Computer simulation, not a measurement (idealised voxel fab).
The name of this process module is voxel gate over fins.
The cross-section shown here is cut; it is 280 nm wide and divided into square cells measuring 5 nm on a side.
Each cross-section below is a grid of square cells, stated as bands in top-down order, with one or more rows of cells making up each band. Per band: top height and bottom height in nm, followed by the left-to-right materials and their widths in nm; "full width" marks a single material spanning edge to edge, "air" marks empty space. Convention: height 0 is the level below which the wafer, as received, is all one material. The lowest band does not terminate at the bottom but continues downward, represented as "from 0 down". Note: "30->40" means the width goes from the first number (top row of the band) to the second number (bottom row) in equal steps per row of cells. When a step is marked "identical to before", none of the cells in the cross-section changed during that step. So "Closed internal voids" is basically the list of trapped voids: any empty space of 8 cells or more that can't reach the top through an opening. They're written width x height at distance, the distance being from the left edge, and it's all nm. That trailing text on a step's line, after the settings, is the simulator's own remark on the step. overlay nm, on a step with a mask: how far to the right of its planned place the mask lay; to the left if negative.
Process steps (planned):
1) RECEIVE with material Si
2) CONFORMAL_DEP with material SiN, thk nm 5
3) PATTERN with tone cover, mask id FINS, material resist, width nm 15, pitch nm 55, thk nm 15, overlay nm 0
4) DIRECTIONAL_ETCH with etch materials SiN, depth nm 5
5) DIRECTIONAL_ETCH with etch materials Si, depth nm 35
6) STRIP with etch materials resist
7) OXIDIZE with depth nm 5
8) FILL_DEP with material SiO2, thk nm 15
9) CMP with height nm 5
10) DIRECTIONAL_DEP with material aC, thk nm 10
11) PATTERN with tone open, mask id RAIL, material resist, width nm 15, thk nm 25, overlay nm 0
12) DIRECTIONAL_ETCH with etch materials aC, depth nm 10
13) STRIP with etch materials resist
14) DIRECTIONAL_ETCH with etch materials SiO2, depth nm 35
15) STRIP with etch materials aC
16) CONFORMAL_DEP with material TiN, thk nm 5
17) FILL_DEP with material W, thk nm 5
18) CMP with height nm 5
19) SELECTIVE_ETCH with etch materials W Ru TiN, depth nm 25
20) FILL_DEP with material SiO2, thk nm 5
21) CMP with height nm 5
22) SELECTIVE_ETCH with etch materials SiO2, depth nm 15
23) STRIP with etch materials SiN
24) CONFORMAL_DEP with material HfO2, thk nm 5
25) CONFORMAL_DEP with material TiN, thk nm 5
26) CONFORMAL_DEP with material TiAl, thk nm 5
27) CONFORMAL_DEP with material TiN, thk nm 5
28) FILL_DEP with material W, thk nm 15
29) CMP with height nm 30
30) CONFORMAL_DEP with material SiN, thk nm 5
So, the first of our two wafers, run just as we planned it:
Cross-section of the wafer as it came to us, i.e., already through step 1:
* from 0 down | Si full width
* Closed internal voids: none
After step 2:
* from 5 to 0 | SiN full width
* At heights below 0, the structure remains unaltered.
After step 3:
* from 20 to 5 | air 75 nm; resist 15 nm; air 40 nm; resist 15 nm; air 40 nm; resist 15 nm; air 80 nm
* At heights below 5, the structure remains unaltered.
After step 4:
* from 20 to 5 | air 75 nm; resist 15 nm; air 40 nm; resist 15 nm; air 40 nm; resist 15 nm; air 80 nm
* from 5 to 0 | air 75 nm; SiN 15 nm; air 40 nm; SiN 15 nm; air 40 nm; SiN 15 nm; air 80 nm
* At heights below 0, the structure remains unaltered.
After step 5:
* from 20 to 5 | air 75 nm; resist 15 nm; air 40 nm; resist 15 nm; air 40 nm; resist 15 nm; air 80 nm
* from 5 to 0 | air 75 nm; SiN 15 nm; air 40 nm; SiN 15 nm; air 40 nm; SiN 15 nm; air 80 nm
* from 0 to -35 | air 75 nm; Si 15 nm; air 40 nm; Si 15 nm; air 40 nm; Si 15 nm; air 80 nm
* At heights below -35, the structure remains unaltered.
After step 6:
* from 5 to 0 | air 75 nm; SiN 15 nm; air 40 nm; SiN 15 nm; air 40 nm; SiN 15 nm; air 80 nm
* At heights below 0, the structure remains unaltered.
After step 7:
* from 5 to 0 | air 75 nm; SiN 15 nm; air 40 nm; SiN 15 nm; air 40 nm; SiN 15 nm; air 80 nm
* from 0 to -35 | air 75 nm; SiO2 5 nm; Si 5 nm; SiO2 5 nm; air 40 nm; SiO2 5 nm; Si 5 nm; SiO2 5 nm; air 40 nm; SiO2 5 nm; Si 5 nm; SiO2 5 nm; air 80 nm
* from -35 to -40 | SiO2 80 nm; Si 5 nm; SiO2 50 nm; Si 5 nm; SiO2 50 nm; Si 5 nm; SiO2 85 nm
* At heights below -40, the structure remains unaltered.
After step 8:
* from 20 to 5 | SiO2 full width
* from 5 to 0 | SiO2 75 nm; SiN 15 nm; SiO2 40 nm; SiN 15 nm; SiO2 40 nm; SiN 15 nm; SiO2 80 nm
* from 0 to -40 | SiO2 80 nm; Si 5 nm; SiO2 50 nm; Si 5 nm; SiO2 50 nm; Si 5 nm; SiO2 85 nm
* At heights below -40, the structure remains unaltered.
After step 9:
* from 5 to 0 | SiO2 75 nm; SiN 15 nm; SiO2 40 nm; SiN 15 nm; SiO2 40 nm; SiN 15 nm; SiO2 80 nm
* At heights below 0, the structure remains unaltered.
After step 10:
* from 15 to 5 | aC full width
* At heights below 5, the structure remains unaltered.
After step 11:
* from 40 to 15 | resist 100 nm; air 15 nm; resist 165 nm
* At heights below 15, the structure remains unaltered.
After step 12:
* from 30 to 15 | resist 100 nm; air 15 nm; resist 165 nm
* from 15 to 5 | aC 100 nm; air 15 nm; aC 165 nm
* At heights below 5, the structure remains unaltered.
After step 13:
* from 15 to 5 | aC 100 nm; air 15 nm; aC 165 nm
* At heights below 5, the structure remains unaltered.
After step 14:
* from 15 to 5 | aC 100 nm; air 15 nm; aC 165 nm
* from 5 to 0 | SiO2 75 nm; SiN 15 nm; SiO2 10 nm; air 15 nm; SiO2 15 nm; SiN 15 nm; SiO2 40 nm; SiN 15 nm; SiO2 80 nm
* from 0 to -30 | SiO2 80 nm; Si 5 nm; SiO2 15 nm; air 15 nm; SiO2 20 nm; Si 5 nm; SiO2 50 nm; Si 5 nm; SiO2 85 nm
* At heights below -30, the structure remains unaltered.
After step 15:
* from 5 to 0 | SiO2 75 nm; SiN 15 nm; SiO2 10 nm; air 15 nm; SiO2 15 nm; SiN 15 nm; SiO2 40 nm; SiN 15 nm; SiO2 80 nm
* At heights below 0, the structure remains unaltered.
After step 16:
* from 10 to 5 | TiN 105 nm; air 5 nm; TiN 170 nm
* from 5 to 0 | SiO2 75 nm; SiN 15 nm; SiO2 10 nm; TiN 5 nm; air 5 nm; TiN 5 nm; SiO2 15 nm; SiN 15 nm; SiO2 40 nm; SiN 15 nm; SiO2 80 nm
* from 0 to -25 | SiO2 80 nm; Si 5 nm; SiO2 15 nm; TiN 5 nm; air 5 nm; TiN 5 nm; SiO2 20 nm; Si 5 nm; SiO2 50 nm; Si 5 nm; SiO2 85 nm
* from -25 to -30 | SiO2 80 nm; Si 5 nm; SiO2 15 nm; TiN 15 nm; SiO2 20 nm; Si 5 nm; SiO2 50 nm; Si 5 nm; SiO2 85 nm
* At heights below -30, the structure remains unaltered.
After step 17:
* from 15 to 10 | W full width
* from 10 to 5 | TiN 105 nm; W 5 nm; TiN 170 nm
* from 5 to 0 | SiO2 75 nm; SiN 15 nm; SiO2 10 nm; TiN 5 nm; W 5 nm; TiN 5 nm; SiO2 15 nm; SiN 15 nm; SiO2 40 nm; SiN 15 nm; SiO2 80 nm
* from 0 to -25 | SiO2 80 nm; Si 5 nm; SiO2 15 nm; TiN 5 nm; W 5 nm; TiN 5 nm; SiO2 20 nm; Si 5 nm; SiO2 50 nm; Si 5 nm; SiO2 85 nm
* At heights below -25, the structure remains unaltered.
After step 18:
* from 5 to 0 | SiO2 75 nm; SiN 15 nm; SiO2 10 nm; TiN 5 nm; W 5 nm; TiN 5 nm; SiO2 15 nm; SiN 15 nm; SiO2 40 nm; SiN 15 nm; SiO2 80 nm
* At heights below 0, the structure remains unaltered.
After step 19:
* from 5 to 0 | SiO2 75 nm; SiN 15 nm; SiO2 10 nm; air 15 nm; SiO2 15 nm; SiN 15 nm; SiO2 40 nm; SiN 15 nm; SiO2 80 nm
* from 0 to -20 | SiO2 80 nm; Si 5 nm; SiO2 15 nm; air 15 nm; SiO2 20 nm; Si 5 nm; SiO2 50 nm; Si 5 nm; SiO2 85 nm
* At heights below -20, the structure remains unaltered.
After step 20:
* from 10 to 5 | SiO2 full width
* from 5 to 0 | SiO2 75 nm; SiN 15 nm; SiO2 40 nm; SiN 15 nm; SiO2 40 nm; SiN 15 nm; SiO2 80 nm
* from 0 to -20 | SiO2 80 nm; Si 5 nm; SiO2 50 nm; Si 5 nm; SiO2 50 nm; Si 5 nm; SiO2 85 nm
* At heights below -20, the structure remains unaltered.
After step 21:
* from 5 to 0 | SiO2 75 nm; SiN 15 nm; SiO2 40 nm; SiN 15 nm; SiO2 40 nm; SiN 15 nm; SiO2 80 nm
* At heights below 0, the structure remains unaltered.
After step 22:
* from 5 to 0 | air 75 nm; SiN 15 nm; air 40 nm; SiN 15 nm; air 40 nm; SiN 15 nm; air 80 nm
* from 0 to -10 | air 80 nm; Si 5 nm; air 50 nm; Si 5 nm; air 50 nm; Si 5 nm; air 85 nm
* At heights below -10, the structure remains unaltered.
After step 23:
* from 0 to -10 | air 80 nm; Si 5 nm; air 50 nm; Si 5 nm; air 50 nm; Si 5 nm; air 85 nm
* At heights below -10, the structure remains unaltered.
After step 24:
* from 5 to 0 | air 75 nm; HfO2 15 nm; air 40 nm; HfO2 15 nm; air 40 nm; HfO2 15 nm; air 80 nm
* from 0 to -5 | air 75 nm; HfO2 5 nm; Si 5 nm; HfO2 5 nm; air 40 nm; HfO2 5 nm; Si 5 nm; HfO2 5 nm; air 40 nm; HfO2 5 nm; Si 5 nm; HfO2 5 nm; air 80 nm
* from -5 to -10 | HfO2 80 nm; Si 5 nm; HfO2 50 nm; Si 5 nm; HfO2 50 nm; Si 5 nm; HfO2 85 nm
* At heights below -10, the structure remains unaltered.
After step 25:
* from 10 to 5 | air 70 nm; TiN 25 nm; air 30 nm; TiN 25 nm; air 30 nm; TiN 25 nm; air 75 nm
* from 5 to 0 | air 70 nm; TiN 5 nm; HfO2 15 nm; TiN 5 nm; air 30 nm; TiN 5 nm; HfO2 15 nm; TiN 5 nm; air 30 nm; TiN 5 nm; HfO2 15 nm; TiN 5 nm; air 75 nm
* from 0 to -5 | TiN 75 nm; HfO2 5 nm; Si 5 nm; HfO2 5 nm; TiN 40 nm; HfO2 5 nm; Si 5 nm; HfO2 5 nm; TiN 40 nm; HfO2 5 nm; Si 5 nm; HfO2 5 nm; TiN 80 nm
* At heights below -5, the structure remains unaltered.
After step 26:
* from 15 to 10 | air 65 nm; TiAl 35 nm; air 20 nm; TiAl 35 nm; air 20 nm; TiAl 35 nm; air 70 nm
* from 10 to 5 | air 65 nm; TiAl 5 nm; TiN 25 nm; TiAl 5 nm; air 20 nm; TiAl 5 nm; TiN 25 nm; TiAl 5 nm; air 20 nm; TiAl 5 nm; TiN 25 nm; TiAl 5 nm; air 70 nm
* from 5 to 0 | TiAl 70 nm; TiN 5 nm; HfO2 15 nm; TiN 5 nm; TiAl 30 nm; TiN 5 nm; HfO2 15 nm; TiN 5 nm; TiAl 30 nm; TiN 5 nm; HfO2 15 nm; TiN 5 nm; TiAl 75 nm
* At heights below 0, the structure remains unaltered.
After step 27:
* from 20 to 15 | air 60 nm; TiN 45 nm; air 10 nm; TiN 45 nm; air 10 nm; TiN 45 nm; air 65 nm
* from 15 to 10 | air 60 nm; TiN 5 nm; TiAl 35 nm; TiN 5 nm; air 10 nm; TiN 5 nm; TiAl 35 nm; TiN 5 nm; air 10 nm; TiN 5 nm; TiAl 35 nm; TiN 5 nm; air 65 nm
* from 10 to 5 | TiN 65 nm; TiAl 5 nm; TiN 25 nm; TiAl 5 nm; TiN 20 nm; TiAl 5 nm; TiN 25 nm; TiAl 5 nm; TiN 20 nm; TiAl 5 nm; TiN 25 nm; TiAl 5 nm; TiN 70 nm
* At heights below 5, the structure remains unaltered.
After step 28:
* from 35 to 20 | W full width
* from 20 to 15 | W 60 nm; TiN 45 nm; W 10 nm; TiN 45 nm; W 10 nm; TiN 45 nm; W 65 nm
* from 15 to 10 | W 60 nm; TiN 5 nm; TiAl 35 nm; TiN 5 nm; W 10 nm; TiN 5 nm; TiAl 35 nm; TiN 5 nm; W 10 nm; TiN 5 nm; TiAl 35 nm; TiN 5 nm; W 65 nm
* At heights below 10, the structure remains unaltered.
After step 29:
* from 30 to 20 | W full width
* At heights below 20, the structure remains unaltered.
After step 30:
* from 35 to 30 | SiN full width
* At heights below 30, the structure remains unaltered.
Second wafer: same start and same plan as the first, one execution error; identical to the first through step 25:
When step 26 should have ended:
* from 25 to 15 | air 55 nm; TiAl 165 nm; air 60 nm
* from 15 to 10 | TiAl full width
* from 10 to 5 | TiAl 70 nm; TiN 25 nm; TiAl 30 nm; TiN 25 nm; TiAl 30 nm; TiN 25 nm; TiAl 75 nm
* from 5 to 0 | TiAl 70 nm; TiN 5 nm; HfO2 15 nm; TiN 5 nm; TiAl 30 nm; TiN 5 nm; HfO2 15 nm; TiN 5 nm; TiAl 30 nm; TiN 5 nm; HfO2 15 nm; TiN 5 nm; TiAl 75 nm
* At heights below 0, the structure remains unaltered.
When step 27 should have ended:
* from 30 to 25 | air 50 nm; TiN 175 nm; air 55 nm
* from 25 to 20 | air 50 nm; TiN 5 nm; TiAl 165 nm; TiN 5 nm; air 55 nm
* from 20 to 15 | TiN 55 nm; TiAl 165 nm; TiN 60 nm
* At heights below 15, the structure remains unaltered.
When step 28 should have ended:
* from 45 to 30 | W full width
* from 30 to 25 | W 50 nm; TiN 175 nm; W 55 nm
* from 25 to 20 | W 50 nm; TiN 5 nm; TiAl 165 nm; TiN 5 nm; W 55 nm
* At heights below 20, the structure remains unaltered.
When step 29 should have ended:
* from 30 to 25 | W 50 nm; TiN 175 nm; W 55 nm
* At heights below 25, the structure remains unaltered.
When step 30 should have ended:
* from 35 to 30 | SiN full width
* At heights below 30, the structure remains unaltered.
In executing the process, a mistake was made relative to the plan: note that step 26 departed from the planned setting and was carried out as CONFORMAL_DEP with material TiAl, thk nm 15
Per the end-of-run cell counts, the second wafer holds more or fewer of some materials than the first: +136 TiAl | -8 TiN | -128 W
